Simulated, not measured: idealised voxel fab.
Process module, titled voxel double patterning
Shown is cross-section cut, with a width of 300 nm and square cells of size 5 nm.
Each cross-section below is a grid of square cells, stated as bands in top-down order, with one or more rows of cells making up each band.
Basically the band line says how high the top is and how high the bottom is, in nm, and then what's in it from left to right, every material with its width in nm. Empty space shows up as "air", and if a single material carries "throughout" it runs the full band edge to edge.
Height reference: 0 = level under which incoming wafer is all one material. Lowest band: no bottom, runs on downward, e.g. "0..down".
The expression "30->40" gives the width at the extremes of the band, the first number at its top row of cells and the second at its bottom row, with the width changing by equal amounts from each row to the next in between.
Given "no modification" for a step, no cell of the cross-section differs between before and after that step.
Closed empty spaces (no open way to the top) of 8 cells or more are what "Enclosed internal cavities" lists, each as width x height at distance from the left edge, nm for all three.
On a step's line, text after the settings is the simulator commenting on that step.
overlay nm: how far to the right of its planned place the mask lay on this masked step (negative: to the left).

### Process steps foreseen in the plan
1 RECEIVE, material Si
2 CONFORMAL_DEP, material SiO2, thk nm 10
3 DIRECTIONAL_DEP, material TiN, thk nm 15
4 DIRECTIONAL_DEP, material SiCN, thk nm 5
5 DIRECTIONAL_DEP, material aC, thk nm 10
6 PATTERN, tone open, mask id FIRST, material resist, width nm 15, pitch nm 50, thk nm 30, overlay nm 0
7 DIRECTIONAL_ETCH, etch materials aC, depth nm 10
8 STRIP, etch materials resist
9 DIRECTIONAL_ETCH, etch materials SiCN, depth nm 5
10 STRIP, etch materials aC
11 MASKED_ETCH, tone open, mask id SECOND, width nm 15, pitch nm 50, etch materials SiCN, depth nm 5, overlay nm 0
12 DIRECTIONAL_ETCH, etch materials TiN, depth nm 15
13 STRIP, etch materials SiCN

### On the first of the two wafers: run conducted according to plan

### Wafer as received: cross-section following step 1
> 0..down: Si throughout
> Enclosed internal cavities: none

### You're looking at a cross-section of the wafer after step 2
> 10..0: SiO2 throughout
> Below a height of 0, the structure has not been altered.

### You're looking at a cross-section of the wafer after step 3
> 25..10: TiN throughout
> Below a height of 10, the structure has not been altered.

### You're looking at a cross-section of the wafer after step 4
> 30..25: SiCN throughout
> Below a height of 25, the structure has not been altered.

### You're looking at a cross-section of the wafer after step 5
> 40..30: aC throughout
> Below a height of 30, the structure has not been altered.

### You're looking at a cross-section of the wafer after step 6
> 70..40: 90 resist; 15 air; 35 resist; 15 air; 35 resist; 15 air; 95 resist
> Below a height of 40, the structure has not been altered.

### You're looking at a cross-section of the wafer after step 7
> 60..40: 90 resist; 15 air; 35 resist; 15 air; 35 resist; 15 air; 95 resist
> 40..30: 90 aC; 15 air; 35 aC; 15 air; 35 aC; 15 air; 95 aC
> Below a height of 30, the structure has not been altered.

### You're looking at a cross-section of the wafer after step 8
> 40..30: 90 aC; 15 air; 35 aC; 15 air; 35 aC; 15 air; 95 aC
> Below a height of 30, the structure has not been altered.

### You're looking at a cross-section of the wafer after step 9
> 40..30: 90 aC; 15 air; 35 aC; 15 air; 35 aC; 15 air; 95 aC
> 30..25: 90 SiCN; 15 air; 35 SiCN; 15 air; 35 SiCN; 15 air; 95 SiCN
> Below a height of 25, the structure has not been altered.

### You're looking at a cross-section of the wafer after step 10
> 30..25: 90 SiCN; 15 air; 35 SiCN; 15 air; 35 SiCN; 15 air; 95 SiCN
> Below a height of 25, the structure has not been altered.

### You're looking at a cross-section of the wafer after step 11
> 30..25: 90 SiCN; 15 air; 10 SiCN; 15 air; 10 SiCN; 15 air; 10 SiCN; 15 air; 10 SiCN; 15 air; 95 SiCN
> Below a height of 25, the structure has not been altered.

### You're looking at a cross-section of the wafer after step 12
> 30..25: 90 SiCN; 15 air; 10 SiCN; 15 air; 10 SiCN; 15 air; 10 SiCN; 15 air; 10 SiCN; 15 air; 95 SiCN
> 25..10: 90 TiN; 15 air; 10 TiN; 15 air; 10 TiN; 15 air; 10 TiN; 15 air; 10 TiN; 15 air; 95 TiN
> Below a height of 10, the structure has not been altered.

### You're looking at a cross-section of the wafer after step 13
> 25..10: 90 TiN; 15 air; 10 TiN; 15 air; 10 TiN; 15 air; 10 TiN; 15 air; 10 TiN; 15 air; 95 TiN
> Below a height of 10, the structure has not been altered.

### Now the other wafer: same start, same recipe, but we messed up one thing when running it. Up to and including step 1 it's the same as the first one

### Second wafer at the planned finish of step 2, seen in cross-section
> 15..0: TiN throughout
> Below a height of 0, the structure has not been altered.

### Second wafer at the planned finish of step 3, seen in cross-section
> 25..15: SiO2 throughout
> Below a height of 15, the structure has not been altered.

### Second wafer at the planned finish of step 4, seen in cross-section
> 30..25: SiCN throughout
> Below a height of 25, the structure has not been altered.

### Second wafer at the planned finish of step 5, seen in cross-section
> 40..30: aC throughout
> Below a height of 30, the structure has not been altered.

### Second wafer at the planned finish of step 6, seen in cross-section
> 70..40: 90 resist; 15 air; 35 resist; 15 air; 35 resist; 15 air; 95 resist
> Below a height of 40, the structure has not been altered.

### Second wafer at the planned finish of step 7, seen in cross-section
> 60..40: 90 resist; 15 air; 35 resist; 15 air; 35 resist; 15 air; 95 resist
> 40..30: 90 aC; 15 air; 35 aC; 15 air; 35 aC; 15 air; 95 aC
> Below a height of 30, the structure has not been altered.

### Second wafer at the planned finish of step 8, seen in cross-section
> 40..30: 90 aC; 15 air; 35 aC; 15 air; 35 aC; 15 air; 95 aC
> Below a height of 30, the structure has not been altered.

### Second wafer at the planned finish of step 9, seen in cross-section
> 40..30: 90 aC; 15 air; 35 aC; 15 air; 35 aC; 15 air; 95 aC
> 30..25: 90 SiCN; 15 air; 35 SiCN; 15 air; 35 SiCN; 15 air; 95 SiCN
> Below a height of 25, the structure has not been altered.

### Second wafer at the planned finish of step 10, seen in cross-section
> 30..25: 90 SiCN; 15 air; 35 SiCN; 15 air; 35 SiCN; 15 air; 95 SiCN
> Below a height of 25, the structure has not been altered.

### Second wafer at the planned finish of step 11, seen in cross-section
> 30..25: 90 SiCN; 15 air; 10 SiCN; 15 air; 10 SiCN; 15 air; 10 SiCN; 15 air; 10 SiCN; 15 air; 95 SiCN
> Below a height of 25, the structure has not been altered.

Second wafer at the planned finish of step 12, seen in cross-section: no modification

### Second wafer at the planned finish of step 13, seen in cross-section
> 25..15: SiO2 throughout
> Below a height of 15, the structure has not been altered.
what went wrong: ran 2 and 3 in swapped order versus the plan
End of process, cell counts, second wafer against first, materials with more or fewer: 45 more of TiN
